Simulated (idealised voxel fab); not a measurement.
This section sets out a process module, namely voxel capacitor over wiring.
Xsec cut, 180 nm wide, square cell size 5 nm.
How to read a cross-section here: the picture is a grid of square cells, written as bands going from the top down, and any band can span one or more rows of cells. Heads up on the band format: heights come first, top then bottom, in nm. After that it's the materials left to right, each with its width in nm. A single material flagged "edge to edge" fills the whole band edge to edge, and "air" means there's empty space there. Height datum 0, below which the as-received substrate wafer is one material. Lowest band open at the bottom, running downward: "0..down". When a width is written as two numbers, as in "30..40", the first number is the width in the top row of cells of the band and the second is the width in its bottom row, and the width changes by the same amount from each row to the next. It should be understood that the words "no modifications", when stated for a given step, signify that the cross-section underwent no change in any of its cells during that step. "Closed void inventory" means: voids of 8 cells or more that are shut off from the top with no open way through. Written width x height at distance, distance from the left edge, in nm. What comes after the settings on a step's line is commentary from the simulator itself on that step. overlay nm: for a step with a mask, the amount by which the mask lay right of where it was planned; a negative amount means left of it.
-- Process steps (planned)
1 RECEIVE | material Si
2 CONFORMAL_DEP | material SiO2 | thk nm 10
3 DIRECTIONAL_DEP | material TiN | thk nm 5
4 DIRECTIONAL_DEP | material W | thk nm 15
5 PATTERN | tone cover | mask id METAL_1 | material resist | width nm 25 | pitch nm 75 | thk nm 15 | overlay nm -15
6 DIRECTIONAL_ETCH | etch materials W | depth nm 15
7 DIRECTIONAL_ETCH | etch materials TiN | depth nm 5
8 STRIP | etch materials resist
9 FILL_DEP | material lowk | thk nm 5
10 CMP | height nm 30
11 CONFORMAL_DEP | material SiCN | thk nm 5
12 DIRECTIONAL_DEP | material lowk | thk nm 20
13 PATTERN | tone open | mask id PLUG_1 | material resist | width nm 15 | thk nm 15 | overlay nm 0
14 DIRECTIONAL_ETCH | etch materials lowk | depth nm 20
15 DIRECTIONAL_ETCH | etch materials SiCN | depth nm 5
16 STRIP | etch materials resist
17 EPI | material Ru | thk nm 10
18 EPI | material Ru | thk nm 10
19 EPI | material Ru | thk nm 5
20 DIRECTIONAL_DEP | material TiN | thk nm 10
21 DIRECTIONAL_DEP | material Al2O3 | thk nm 5
22 DIRECTIONAL_DEP | material TiN | thk nm 5
23 DIRECTIONAL_DEP | material aC | thk nm 15
24 PATTERN | tone cover | mask id UPPER_PLATE | material resist | width nm 55 | thk nm 35 | overlay nm 0
25 DIRECTIONAL_ETCH | etch materials aC | depth nm 15
26 STRIP | etch materials resist
27 DIRECTIONAL_ETCH | etch materials TiN | depth nm 5
28 DIRECTIONAL_ETCH | etch materials Al2O3 | depth nm 5
29 STRIP | etch materials aC
30 PATTERN | tone cover | mask id LOWER_PLATE | material resist | width nm 65 | thk nm 20 | overlay nm 0
31 DIRECTIONAL_ETCH | etch materials TiN | depth nm 10
32 STRIP | etch materials resist
33 FILL_DEP | material SiO2 | thk nm 20
34 CMP | height nm 90
35 PATTERN | tone open | mask id PLUG_2 | material resist | width nm 15 | thk nm 20 | overlay nm 0
36 DIRECTIONAL_ETCH | etch materials SiO2 | depth nm 15
37 STRIP | etch materials resist
38 CONFORMAL_DEP | material TiN | thk nm 5
39 FILL_DEP | material W | thk nm 10
40 CMP | height nm 90
41 CONFORMAL_DEP | material SiN | thk nm 5
Same starting wafers, different overlay nm at step 5. Plan value belongs to the first wafer.
-- The first of several wafers, as received after step 1, seen in section
    0..down | Si edge to edge
    Closed void inventory: none
-- Wafer rows, end of module: cells per material gained (+) or lost (-) since receipt; closed voids last
overlay nm -15 | +11 Al2O3 | +33 SiCN | +36 SiN | +282 SiO2 | +54 TiN | +32 W | +236 lowk | Closed void inventory: none
overlay nm -10 | +11 Al2O3 | +15 Ru | +33 SiCN | +36 SiN | +267 SiO2 | +54 TiN | +32 W | +236 lowk | Closed void inventory: none
overlay nm -5 | +11 Al2O3 | +15 Ru | +33 SiCN | +36 SiN | +267 SiO2 | +54 TiN | +32 W | +236 lowk | Closed void inventory: none
overlay nm 0 | +11 Al2O3 | +15 Ru | +33 SiCN | +36 SiN | +267 SiO2 | +54 TiN | +32 W | +236 lowk | Closed void inventory: none
overlay nm 5 | +11 Al2O3 | +15 Ru | +33 SiCN | +36 SiN | +267 SiO2 | +54 TiN | +32 W | +236 lowk | Closed void inventory: none
overlay nm 10 | +11 Al2O3 | +15 Ru | +33 SiCN | +36 SiN | +267 SiO2 | +54 TiN | +32 W | +236 lowk | Closed void inventory: none
overlay nm 15 | +11 Al2O3 | +15 Ru | +33 SiCN | +36 SiN | +267 SiO2 | +54 TiN | +32 W | +236 lowk | Closed void inventory: none
